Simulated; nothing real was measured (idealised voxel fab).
voxel wiring stack: a process module
FYI the section here is cut, 260 nm wide, cells are 5 nm squares.
In what follows, cross-sections appear as grids of square cells, described through bands that run from the top down, where every band is one or more rows of cells. Heads up on the band format: heights come first, top then bottom, in nm. After that it's the materials left to right, each with its width in nm. A single material flagged "everywhere" fills the whole band edge to edge, and "empty" means there's empty space there. For the purposes of this specification, 0 denotes the height below which the wafer in its as-received condition is composed wholly of one material, and the lowermost band, lacking a lower limit, extends downward without end, as expressed in "0 nm and below". It should be noted that a width expressed as "30..40" varies in equal increments from row to row of cells within the band, taking the value of the first number at the top row and that of the second number at the bottom row. "remained unchanged", as given for a step, is the statement that not any cell of the cross-section underwent a change during that step. Enclosed voids (no open way to top), threshold 8 cells or more, entry "Unvented internal voids", notation width x height at distance, distance from left edge, nm. That trailing text on a step's line, after the settings, is the simulator's own remark on the step. "overlay nm" on a masked step: distance the mask lay right of its planned place, negative for left.

Set out below are the planned steps of the process:
1) RECEIVE (material Si)
2) CONFORMAL_DEP (material SiO2; thk nm 15)
3) DIRECTIONAL_DEP (material TiN; thk nm 5)
4) DIRECTIONAL_DEP (material Ru; thk nm 25)
5) PATTERN (tone cover; mask id METAL_1; material resist; width nm 30; pitch nm 45; thk nm 15; overlay nm 0)
6) DIRECTIONAL_ETCH (etch materials Ru; depth nm 25)
7) DIRECTIONAL_ETCH (etch materials TiN; depth nm 5)
8) STRIP (etch materials resist)
9) CONFORMAL_DEP (material SiCN; thk nm 5)
10) FILL_DEP (material SiO2; thk nm 5)
11) CMP (height nm 45)
12) CONFORMAL_DEP (material SiCN; thk nm 5)
13) DIRECTIONAL_DEP (material lowk; thk nm 20)
14) MASKED_ETCH (tone open; mask id PLUG_1; width nm 15; pitch nm 90; etch materials lowk; depth nm 20; overlay nm -15)
15) MASKED_ETCH (tone open; mask id PLUG_1; width nm 15; pitch nm 90; etch materials SiCN; depth nm 5; overlay nm 0)
16) EPI (material Ru; thk nm 10)
17) EPI (material Ru; thk nm 10)
18) EPI (material Ru; thk nm 5)
19) CONFORMAL_DEP (material SiN; thk nm 5)
20) DIRECTIONAL_DEP (material SiO2; thk nm 25)
21) DIRECTIONAL_DEP (material aC; thk nm 15)
22) PATTERN (tone open; mask id METAL_2; material resist; width nm 30; pitch nm 45; thk nm 35; overlay nm 0)
23) DIRECTIONAL_ETCH (etch materials aC; depth nm 15)
24) STRIP (etch materials resist)
25) DIRECTIONAL_ETCH (etch materials SiO2; depth nm 25)
26) DIRECTIONAL_ETCH (etch materials SiN; depth nm 5)
27) STRIP (etch materials aC)
28) CONFORMAL_DEP (material TiN; thk nm 5)
29) FILL_DEP (material Ru; thk nm 10)
30) CMP (height nm 100)
31) EPI (material Ru; thk nm 5)
32) FILL_DEP (material SiCN; thk nm 5)
33) DIRECTIONAL_DEP (material lowk; thk nm 25)
34) PATTERN (tone open; mask id METAL_3; material resist; width nm 30; pitch nm 45; thk nm 20; overlay nm 0)
35) DIRECTIONAL_ETCH (etch materials lowk; depth nm 15)
36) STRIP (etch materials resist)
37) DIRECTIONAL_DEP (material aC; thk nm 15)
38) PATTERN (tone open; mask id METAL_3_HOLES; material resist; width nm 15; pitch nm 45; thk nm 30; overlay nm 0)
39) DIRECTIONAL_ETCH (etch materials aC; depth nm 15)
40) STRIP (etch materials resist)
41) DIRECTIONAL_ETCH (etch materials lowk; depth nm 10)
42) DIRECTIONAL_ETCH (etch materials SiCN; depth nm 5)
43) STRIP (etch materials aC)
44) CONFORMAL_DEP (material TiN; thk nm 5)
45) FILL_DEP (material Cu; thk nm 5)
46) CMP (height nm 135)
47) CONFORMAL_DEP (material SiN; thk nm 5)
Across this set of wafers, the varied parameter is the overlay nm of step 14. Starting conditions are identical for every wafer, and the plan reports the value assigned to the first wafer.

Incoming state of the first of several wafers in cross-section: after step 1:
> 0 nm and below: Si everywhere
> Unvented internal voids: none

Cross-section after step 47, the final step of the module, for the first of several wafers:
> 140 nm to 135 nm: SiN everywhere
> 135 nm to 125 nm: lowk (70); TiN (5); Cu (20); TiN (5); lowk (15); TiN (5); Cu (20); TiN (5); lowk (15); TiN (5); Cu (20); TiN (5); lowk (70)
> 125 nm to 120 nm: lowk (70); TiN (5); Cu (5); TiN (20); lowk (15); TiN (5); Cu (5); TiN (20); lowk (15); TiN (5); Cu (5); TiN (20); lowk (70)
> 120 nm to 110 nm: lowk (70); TiN (5); Cu (5); TiN (5); lowk (30); TiN (5); Cu (5); TiN (5); lowk (30); TiN (5); Cu (5); TiN (5); lowk (85)
> 110 nm to 105 nm: SiCN (70); TiN (15); SiCN (30); TiN (15); SiCN (30); TiN (15); SiCN (85)
> 105 nm to 100 nm: SiCN (55); Ru (50); SiCN (5); Ru (85); SiCN (65)
> 100 nm to 80 nm: SiO2 (60); TiN (5); SiO2 (5); TiN (5); Ru (20); TiN (5); SiO2 (15); TiN (5); Ru (20); TiN (5); SiO2 (5); TiN (5); SiO2 (5); TiN (5); Ru (20); TiN (5); SiO2 (70)
> 80 nm to 75 nm: SiO2 (70); TiN (5); Ru (20); TiN (5); SiO2 (15); TiN (5); Ru (20); TiN (5); SiO2 (15); TiN (5); Ru (20); TiN (5); SiO2 (70)
> 75 nm to 70 nm: SiN (60); SiO2 (5); SiN (5); TiN (30); SiN (15); TiN (30); SiN (5); SiO2 (5); SiN (5); TiN (30); SiN (70)
> 70 nm to 55 nm: lowk (55); SiN (5); SiO2 (5); SiN (5); lowk (75); SiN (5); SiO2 (5); SiN (5); lowk (100)
> 55 nm to 50 nm: lowk (55); SiN (15); lowk (75); SiN (15); lowk (100)
> 50 nm to 45 nm: SiCN everywhere
> 45 nm to 20 nm: SiO2 (65); SiCN (5); Ru (30); SiCN (5); SiO2 (5); SiCN (5); Ru (30); SiCN (5); SiO2 (5); SiCN (5); Ru (30); SiCN (5); SiO2 (65)
> 20 nm to 15 nm: SiCN (70); TiN (30); SiCN (15); TiN (30); SiCN (15); TiN (30); SiCN (70)
> 15 nm to 0 nm: SiO2 everywhere
> 0 nm and below: Si everywhere
> Unvented internal voids: none

So this is the cross-section on the last wafer at the end of the module:
> 140 nm to 135 nm: SiN everywhere
> 135 nm to 125 nm: lowk (70); TiN (5); Cu (20); TiN (5); lowk (15); TiN (5); Cu (20); TiN (5); lowk (15); TiN (5); Cu (20); TiN (5); lowk (70)
> 125 nm to 120 nm: lowk (70); TiN (5); Cu (5); TiN (20); lowk (15); TiN (5); Cu (5); TiN (20); lowk (15); TiN (5); Cu (5); TiN (20); lowk (70)
> 120 nm to 110 nm: lowk (70); TiN (5); Cu (5); TiN (5); lowk (30); TiN (5); Cu (5); TiN (5); lowk (30); TiN (5); Cu (5); TiN (5); lowk (85)
> 110 nm to 105 nm: SiCN (70); TiN (15); SiCN (30); TiN (15); SiCN (30); TiN (15); SiCN (85)
> 105 nm to 100 nm: SiCN (65); Ru (40); SiCN (5); Ru (40); SiCN (5); Ru (40); SiCN (65)
> 100 nm to 75 nm: SiO2 (70); TiN (5); Ru (20); TiN (5); SiO2 (15); TiN (5); Ru (20); TiN (5); SiO2 (15); TiN (5); Ru (20); TiN (5); SiO2 (70)
> 75 nm to 70 nm: SiN (70); TiN (30); SiN (15); TiN (30); SiN (15); TiN (30); SiN (70)
> 70 nm to 50 nm: lowk (85); SiN (5); TiN (5); SiN (5); lowk (75); SiN (5); TiN (5); SiN (5); lowk (70)
> 50 nm to 45 nm: SiCN everywhere
> 45 nm to 20 nm: SiO2 (65); SiCN (5); Ru (30); SiCN (5); SiO2 (5); SiCN (5); Ru (30); SiCN (5); SiO2 (5); SiCN (5); Ru (30); SiCN (5); SiO2 (65)
> 20 nm to 15 nm: SiCN (70); TiN (30); SiCN (15); TiN (30); SiCN (15); TiN (30); SiCN (70)
> 15 nm to 0 nm: SiO2 everywhere
> 0 nm and below: Si everywhere
> Unvented internal voids: none

Row per wafer, end-of-module: cell gain (+)/loss (-) by material since the wafer came in, then closed voids:
overlay nm -15 | +33 Cu | +177 Ru | +184 SiCN | +102 SiN | +466 SiO2 | +122 TiN | +372 lowk | Unvented internal voids: none
overlay nm -10 | +33 Cu | +200 Ru | +185 SiCN | +86 SiN | +466 SiO2 | +114 TiN | +372 lowk | Unvented internal voids: none
overlay nm -5 | +33 Cu | +202 Ru | +183 SiCN | +86 SiN | +466 SiO2 | +114 TiN | +372 lowk | Unvented internal voids: none
overlay nm 0 | +33 Cu | +204 Ru | +181 SiCN | +86 SiN | +466 SiO2 | +114 TiN | +372 lowk | Unvented internal voids: none
overlay nm 5 | +33 Cu | +202 Ru | +183 SiCN | +86 SiN | +466 SiO2 | +114 TiN | +372 lowk | Unvented internal voids: none
overlay nm 10 | +33 Cu | +200 Ru | +185 SiCN | +86 SiN | +466 SiO2 | +114 TiN | +372 lowk | Unvented internal voids: none
overlay nm 15 | +33 Cu | +174 Ru | +187 SiCN | +102 SiN | +466 SiO2 | +122 TiN | +372 lowk | Unvented internal voids: none
